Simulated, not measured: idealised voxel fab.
Process module name: voxel double patterning
Pictured: cross-section cut, 210 nm wide, on a grid of 5 nm square cells.
Cross-sections here: square-cell grids, written as top-down lists of bands, a band being one or more rows of cells. Per band: top height and bottom height in nm, followed by the left-to-right materials and their widths in nm; "full width" marks a single material spanning edge to edge, "air" marks empty space. Height 0 is the level under which the wafer as received is all one material. The lowest band goes on downwards, as in "top 0, no bottom". The expression "30..40" gives the width at the extremes of the band, the first number at its top row of cells and the second at its bottom row, with the width changing by equal amounts from each row to the next in between. A step reported as "remains unaltered" is a step in which no cell of the cross-section changed. Under "Sealed void inventory" you'll find the enclosed gaps, the ones with no way out to the top, that are 8 cells or bigger; each reads width x height at distance, with distance counted from the left edge, everything in nm. On a step's line, text after the settings is the simulator commenting on that step. overlay nm: how far to the right of its planned place the mask lay on this masked step (negative: to the left).
PROCESS STEPS FORESEEN IN THE PLAN
| 1 | RECEIVE,material Si |
| 2 | CONFORMAL_DEP,material SiO2,thk nm 5 |
| 3 | DIRECTIONAL_DEP,material polySi,thk nm 15 |
| 4 | DIRECTIONAL_DEP,material SiN,thk nm 10 |
| 5 | PATTERN,tone open,mask id FIRST,material resist,width nm 15,pitch nm 50,thk nm 15,overlay nm 0 |
| 6 | DIRECTIONAL_ETCH,etch materials SiN,depth nm 10 |
| 7 | STRIP,etch materials resist |
| 8 | MASKED_ETCH,tone open,mask id SECOND,width nm 15,etch materials SiN,depth nm 10,overlay nm 0 |
| 9 | DIRECTIONAL_ETCH,etch materials polySi,depth nm 15 |
| 10 | STRIP,etch materials SiN |
THE FIRST OF THE TWO WAFERS, WHICH RAN AS PLANNED
AS RECEIVED, AFTER STEP 1
	top 0, no bottom | Si full width
	Sealed void inventory: none
SECTIONAL VIEW: WAFER, AFTER STEP 2
	top 5, bottom 0 | SiO2 full width
	Below a height of 0, the structure has not been altered.
SECTIONAL VIEW: WAFER, AFTER STEP 3
	top 20, bottom 5 | polySi full width
	Below a height of 5, the structure has not been altered.
SECTIONAL VIEW: WAFER, AFTER STEP 4
	top 30, bottom 20 | SiN full width
	Below a height of 20, the structure has not been altered.
SECTIONAL VIEW: WAFER, AFTER STEP 5
	top 45, bottom 30 | 70 resist  15 air  35 resist  15 air  75 resist
	Below a height of 30, the structure has not been altered.
SECTIONAL VIEW: WAFER, AFTER STEP 6
	top 45, bottom 30 | 70 resist  15 air  35 resist  15 air  75 resist
	top 30, bottom 20 | 70 SiN  15 air  35 SiN  15 air  75 SiN
	Below a height of 20, the structure has not been altered.
SECTIONAL VIEW: WAFER, AFTER STEP 7
	top 30, bottom 20 | 70 SiN  15 air  35 SiN  15 air  75 SiN
	Below a height of 20, the structure has not been altered.
SECTIONAL VIEW: WAFER, AFTER STEP 8
	top 30, bottom 20 | 70 SiN  15 air  10 SiN  15 air  10 SiN  15 air  75 SiN
	Below a height of 20, the structure has not been altered.
SECTIONAL VIEW: WAFER, AFTER STEP 9
	top 30, bottom 20 | 70 SiN  15 air  10 SiN  15 air  10 SiN  15 air  75 SiN
	top 20, bottom 5 | 70 polySi  15 air  10 polySi  15 air  10 polySi  15 air  75 polySi
	Below a height of 5, the structure has not been altered.
SECTIONAL VIEW: WAFER, AFTER STEP 10
	top 20, bottom 5 | 70 polySi  15 air  10 polySi  15 air  10 polySi  15 air  75 polySi
	Below a height of 5, the structure has not been altered.
SECOND WAFER, SAME STARTING STATE AND PLAN AS THE FIRST, ONE MISTAKE IN THE RUN, IDENTICAL THROUGH STEP 7
CROSS-SECTION OF THE SECOND WAFER AT THE TIME STEP 8 OF THE PLAN SHOULD HAVE ENDED
	top 30, bottom 20 | 70 SiN  15 air  5 SiN  25 air  5 SiN  15 air  75 SiN
	Below a height of 20, the structure has not been altered.
CROSS-SECTION OF THE SECOND WAFER AT THE TIME STEP 9 OF THE PLAN SHOULD HAVE ENDED
	top 30, bottom 20 | 70 SiN  15 air  5 SiN  25 air  5 SiN  15 air  75 SiN
	top 20, bottom 5 | 70 polySi  15 air  5 polySi  25 air  5 polySi  15 air  75 polySi
	Below a height of 5, the structure has not been altered.
CROSS-SECTION OF THE SECOND WAFER AT THE TIME STEP 10 OF THE PLAN SHOULD HAVE ENDED
	top 20, bottom 5 | 70 polySi  15 air  5 polySi  25 air  5 polySi  15 air  75 polySi
	Below a height of 5, the structure has not been altered.
It is concluded that the wafer was processed incorrectly with respect to the plan, in that step 8 ran with different settings than intended, the actual operation and settings being MASKED_ETCH,tone open,mask id SECOND,width nm 25,etch materials SiN,depth nm 10,overlay nm 0
Once processing is complete, comparing cell counts shows that the second wafer has more or fewer of certain materials than the first: polySi: 6 fewer
